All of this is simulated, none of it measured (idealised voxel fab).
process module | voxel self aligned contacts
cross-section cut | 230 nm wide | cells 5 nm
A cross-section is a grid of square cells, given in bands from the top down. A band is one or more rows of cells.
Each band's line starts with the height of the band's top and of its bottom, in nm. Then come its materials from left to right, each with its width in nm. One material with "throughout" fills the band from edge to edge. "air" is empty space.
Height 0 is the level under which the wafer as received is all one material. The lowest band goes on downwards, as in "0 down".
A width such as "30 to 40" changes by the same amount from each row of cells to the next, from the band's top row to its bottom row.
"no change" after a step means that no cell of the cross-section changed.
closed voids: empty space of 8 cells or more with no open way to the top, each as width x height at its distance from the left edge, in nm
after a step's settings: what the simulator itself notes on the step
overlay nm, on a step with a mask: how far to the right of its planned place the mask lay; to the left if negative
plan
1 op RECEIVE | material Si
2 op OXIDIZE | depth nm 5
3 op DIRECTIONAL_DEP | material polySi | thk nm 20
4 op DIRECTIONAL_DEP | material SiN | thk nm 25
5 op MASKED_ETCH | tone cover | mask id GATE | width nm 35 | pitch nm 75 | etch materials SiN | depth nm 25 | overlay nm 0
6 op MASKED_ETCH | tone cover | mask id GATE | width nm 35 | pitch nm 75 | etch materials polySi | depth nm 20 | overlay nm -5
7 op CONFORMAL_DEP | material SiN | thk nm 10
8 op DIRECTIONAL_ETCH | etch materials SiN | depth nm 10
9 op FILL_DEP | material SiO2 | thk nm 15
10 op CMP | height nm 50
11 op DIRECTIONAL_DEP | material aC | thk nm 10
12 op PATTERN | tone open | mask id CONTACT | material resist | width nm 60 | pitch nm 75 | thk nm 30 | overlay nm 0
13 op DIRECTIONAL_ETCH | etch materials aC | depth nm 10
14 op STRIP | etch materials resist
15 op DIRECTIONAL_ETCH | etch materials SiO2 | depth nm 55
16 op STRIP | etch materials aC
17 op CONFORMAL_DEP | material TiN | thk nm 5
18 op FILL_DEP | material Ru | thk nm 10
19 op CMP | height nm 50
20 op CONFORMAL_DEP | material SiCN | thk nm 5
varied across the wafers: overlay nm of step 6. The plan shows the first wafer's value. All wafers start alike
first wafer as received, after step 1
  0 down: Si throughout
  closed voids: none
first wafer at the end, after step 20
  55 to 50: SiCN throughout
  50 to 45: SiO2 45 | TiN 25 | Ru 10 | TiN 25 | SiO2 15 | TiN 25 | Ru 10 | TiN 25 | SiO2 50
  45 to 25: SiO2 10 | SiN 55 | TiN 5 | Ru 10 | TiN 5 | SiN 55 | TiN 5 | Ru 10 | TiN 5 | SiN 55 | SiO2 15
  25 to 20: SiO2 10 | SiN 55 | TiN 5 | Ru 5 | TiN 10 | SiN 55 | TiN 5 | Ru 5 | TiN 10 | SiN 55 | SiO2 15
  20 to 0: SiO2 5 | SiN 10 | polySi 40 | SiN 10 | TiN 5 | Ru 5 | TiN 5 | SiN 10 | polySi 40 | SiN 10 | TiN 5 | Ru 5 | TiN 5 | SiN 10 | polySi 40 | SiN 10 | SiO2 15
  0 to -5: SiO2 65 | TiN 15 | SiO2 60 | TiN 15 | SiO2 75
  -5 down: Si throughout
  closed voids: none
last wafer at the end
  55 to 50: SiCN throughout
  50 to 45: SiO2 45 | TiN 25 | Ru 10 | TiN 25 | SiO2 15 | TiN 25 | Ru 10 | TiN 25 | SiO2 50
  45 to 25: SiO2 10 | SiN 55 | TiN 5 | Ru 10 | TiN 5 | SiN 55 | TiN 5 | Ru 10 | TiN 5 | SiN 55 | SiO2 15
  25 to 20: SiO2 10 | SiN 55 | TiN 20 | SiN 55 | TiN 20 | SiN 55 | SiO2 15
  20 to 0: SiO2 10 | SiN 10 | polySi 45 | SiN 10 | TiN 10 | SiN 10 | polySi 45 | SiN 10 | TiN 10 | SiN 10 | polySi 45 | SiN 10 | SiO2 5
  0 to -5: SiO2 75 | TiN 10 | SiO2 65 | TiN 10 | SiO2 70
  -5 down: Si throughout
  closed voids: none
each wafer at the end: cells of each material gained (+) or lost (-) since it was received, then its closed voids
overlay nm -5 | +30 Ru | -46 Si | +46 SiCN | +213 SiN | +103 SiO2 | +64 TiN | +96 polySi | closed voids: none
overlay nm 0 | +40 Ru | -46 Si | +46 SiCN | +213 SiN | +105 SiO2 | +64 TiN | +84 polySi | closed voids: none
overlay nm 5 | +30 Ru | -46 Si | +46 SiCN | +213 SiN | +103 SiO2 | +64 TiN | +96 polySi | closed voids: none
overlay nm 10 | +20 Ru | -46 Si | +46 SiCN | +213 SiN | +101 SiO2 | +64 TiN | +108 polySi | closed voids: none
